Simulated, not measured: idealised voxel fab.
The document below concerns the process module designated voxel plated lines.
Pictured: cross-section cut, 265 nm wide, on a grid of 5 nm square cells.
A cross-section in this document is a grid of square cells, and it is written down as bands, the top band listed before the ones below it; a band is made up of one or more rows of cells.
Top, bottom (nm), then materials left to right with widths (nm); lone material tagged "edge to edge" fills the whole band edge to edge; "blank" = empty space.
Zero point of the height axis is 0; under it, received wafer = one material. Lowest band: continues down indefinitely, "0 -> down".
Width "30->40": first value at the band's top row of cells, second value at its bottom row, equal change from row to row.
When a step is marked "left unchanged", none of the cells in the cross-section changed during that step.
Under "Enclosed voids" you'll find the enclosed gaps, the ones with no way out to the top, that are 8 cells or bigger; each reads width x height at distance, with distance counted from the left edge, everything in nm.
Where a step's line continues beyond its settings, the continuation is a remark by the simulator itself on that step.
On any step carrying a mask, the "overlay nm" setting, if present on the step's line, tells how far right of its planned place the mask lay; negative values point to the left.

**Below is the list of planned process steps**
1. RECEIVE with material Si
2. CONFORMAL_DEP with material SiO2, thk nm 5
3. DIRECTIONAL_DEP with material TiN, thk nm 5
4. PATTERN with tone open, mask id LINES, material resist, width nm 20, pitch nm 45, thk nm 25, overlay nm 0
5. EPI with material Ru, thk nm 5
6. EPI with material Ru, thk nm 5
7. STRIP with etch materials resist
8. DIRECTIONAL_ETCH with etch materials TiN, depth nm 5
9. CONFORMAL_DEP with material SiN, thk nm 5

**as received, after step 1**
> 0 -> down | Si edge to edge
> Enclosed voids: none

**Figure: cross-sectional view of the wafer upon completion of the module, processed from the initial state and according to the plan depicted above, with one error introduced during execution**
> 35 -> 30 | blank: 50  SiN: 30  blank: 15  SiN: 30  blank: 15  SiN: 30  blank: 15  SiN: 30  blank: 50
> 30 -> 20 | blank: 50  SiN: 5  Ru: 20  SiN: 5  blank: 15  SiN: 5  Ru: 20  SiN: 5  blank: 15  SiN: 5  Ru: 20  SiN: 5  blank: 15  SiN: 5  Ru: 20  SiN: 5  blank: 50
> 20 -> 15 | SiN: 55  TiN: 20  SiN: 25  TiN: 20  SiN: 25  TiN: 20  SiN: 25  TiN: 20  SiN: 55
> 15 -> 5 | TiN edge to edge
> 5 -> 0 | SiO2 edge to edge
> 0 -> down | Si edge to edge
> Enclosed voids: none
What went wrong in running the wafer? step 3 changed vs plan, executed as DIRECTIONAL_DEP with material TiN, thk nm 15
